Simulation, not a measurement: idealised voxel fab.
Name of the process module below: voxel transistor to metal
Displayed cross-section: cut, width of 170 nm, square cells sized 5 nm.
Cross-section spec: square-cell grid; bands listed top down; each band is one or more rows. What a band's entry tells you: where the top is and where the bottom is, as heights in nm, and after that what lies inside, material by material from left to right, each with its width in nm. Empty space is written as the word "empty", and a single material marked with the word "edge to edge" occupies the band from edge to edge. Height datum 0, below which the as-received substrate wafer is one material. Lowest band open at the bottom, running downward: "z 0 and below". When a width is written as two numbers, as in "30->40", the first number is the width in the top row of cells of the band and the second is the width in its bottom row, and the width changes by the same amount from each row to the next. Given "remained unchanged" for a step, no cell of the cross-section differs between before and after that step. Look at "Cavities, sealed" for the closed voids: empty spaces with no open path to the top, sized 8 cells or up. Each is width x height at distance, distance from the left edge, all nm. Text after the settings on a step's line: the simulator's own remark on that step. overlay nm: how far to the right of its planned place the mask lay on this masked step (negative: to the left).
Listed below are the process steps as planned:
1: RECEIVE, material Si
2: OXIDIZE, depth nm 5
3: CONFORMAL_DEP, material SiN, thk nm 15
4: PATTERN, tone cover, mask id ACTIVE, material resist, width nm 100, thk nm 15, overlay nm 0
5: DIRECTIONAL_ETCH, etch materials SiN, depth nm 15
6: DIRECTIONAL_ETCH, etch materials SiO2, depth nm 5
7: DIRECTIONAL_ETCH, etch materials Si, depth nm 25
8: STRIP, etch materials resist
9: OXIDIZE, depth nm 5
10: FILL_DEP, material SiO2, thk nm 5
11: CMP, height nm 15
12: SELECTIVE_ETCH, etch materials SiO2, depth nm 5
13: STRIP, etch materials SiN
14: SELECTIVE_ETCH, etch materials SiO2, depth nm 5
15: OXIDIZE, depth nm 5
16: DIRECTIONAL_DEP, material polySi, thk nm 30
17: DIRECTIONAL_DEP, material SiCN, thk nm 10
18: PATTERN, tone cover, mask id GATE, material resist, width nm 20, thk nm 15, overlay nm 0
19: DIRECTIONAL_ETCH, etch materials SiCN, depth nm 20
20: DIRECTIONAL_ETCH, etch materials polySi, depth nm 40
21: STRIP, etch materials resist
22: CONFORMAL_DEP, material SiO2, thk nm 5
23: DIRECTIONAL_ETCH, etch materials SiO2, depth nm 5
24: CONFORMAL_DEP, material SiN, thk nm 5
25: DIRECTIONAL_ETCH, etch materials SiN, depth nm 5
26: DIRECTIONAL_ETCH, etch materials SiO2, depth nm 5
27: DIRECTIONAL_ETCH, etch materials Si, depth nm 5
28: EPI, material pSi, thk nm 5
29: FILL_DEP, material SiO2, thk nm 10
30: CMP, height nm 35
31: DIRECTIONAL_DEP, material SiO2, thk nm 15
32: MASKED_ETCH, tone open, mask id CONTACT, width nm 30, pitch nm 60, etch materials SiO2, depth nm 60, overlay nm 0
33: CONFORMAL_DEP, material TiN, thk nm 5
34: FILL_DEP, material W, thk nm 5
35: CMP, height nm 50
36: CONFORMAL_DEP, material SiN, thk nm 5
37: DIRECTIONAL_DEP, material SiO2, thk nm 15
38: DIRECTIONAL_DEP, material aC, thk nm 15
39: PATTERN, tone open, mask id METAL_1, material resist, width nm 20, pitch nm 70, thk nm 30, overlay nm 0
40: DIRECTIONAL_ETCH, etch materials aC, depth nm 15
41: STRIP, etch materials resist
42: DIRECTIONAL_ETCH, etch materials SiO2, depth nm 15
43: DIRECTIONAL_ETCH, etch materials SiN, depth nm 5
44: STRIP, etch materials aC
45: CONFORMAL_DEP, material TiN, thk nm 5
46: FILL_DEP, material Cu, thk nm 5
47: CMP, height nm 70
48: CONFORMAL_DEP, material SiN, thk nm 5
Wafer cross-section on receipt, i.e. after step 1:
z 0 and below = Si edge to edge
Cavities, sealed: none
This is how the wafer looks in cross-section once the module is done, given the starting state and plan above and one mistake in carrying the plan out:
z 75 to 70 = SiN edge to edge
z 70 to 55 = 40 nm SiO2  5 nm TiN  10 nm Cu  5 nm TiN  50 nm SiO2  5 nm TiN  10 nm Cu  5 nm TiN  40 nm SiO2
z 55 to 50 = 40 nm SiN  20 nm TiN  50 nm SiN  20 nm TiN  40 nm SiN
z 50 to 40 = 35 nm W  5 nm TiN  30 nm SiO2  5 nm TiN  20 nm W  5 nm TiN  30 nm SiO2  5 nm TiN  35 nm W
z 40 to 35 = 35 nm W  5 nm TiN  30 nm SiO2  30 nm TiN  30 nm SiO2  5 nm TiN  35 nm W
z 35 to 25 = 35 nm W  5 nm TiN  25 nm SiO2  5 nm SiN  5 nm TiN  20 nm SiCN  5 nm TiN  5 nm SiN  25 nm SiO2  5 nm TiN  35 nm W
z 25 to 10 = 35 nm W  5 nm TiN  25 nm SiO2  5 nm SiN  5 nm TiN  20 nm polySi  5 nm TiN  5 nm SiN  25 nm SiO2  5 nm TiN  35 nm W
z 10 to 5 = 30 nm W  10 nm TiN  25 nm SiO2  5 nm SiN  5 nm TiN  20 nm polySi  5 nm TiN  5 nm SiN  25 nm SiO2  10 nm TiN  30 nm W
z 5 to -5 = 30 nm W  5 nm TiN  5 nm SiN  25 nm SiO2  5 nm SiN  5 nm TiN  20 nm polySi  5 nm TiN  5 nm SiN  25 nm SiO2  5 nm SiN  5 nm TiN  30 nm W
z -5 to -10 = 35 nm TiN  25 nm SiO2  5 nm pSi  5 nm SiO2  5 nm TiN  20 nm SiO2  5 nm TiN  5 nm SiO2  5 nm pSi  25 nm SiO2  35 nm TiN
z -10 to -15 = 40 nm SiO2  25 nm pSi  40 nm Si  25 nm pSi  40 nm SiO2
z -15 to -35 = 40 nm SiO2  90 nm Si  40 nm SiO2
z -35 and below = Si edge to edge
Cavities, sealed: none
Deviation from plan: step 32 did not use the planned setting and instead ran as MASKED_ETCH, tone cover, mask id CONTACT, width nm 30, pitch nm 60, etch materials SiO2, depth nm 60, overlay nm 0
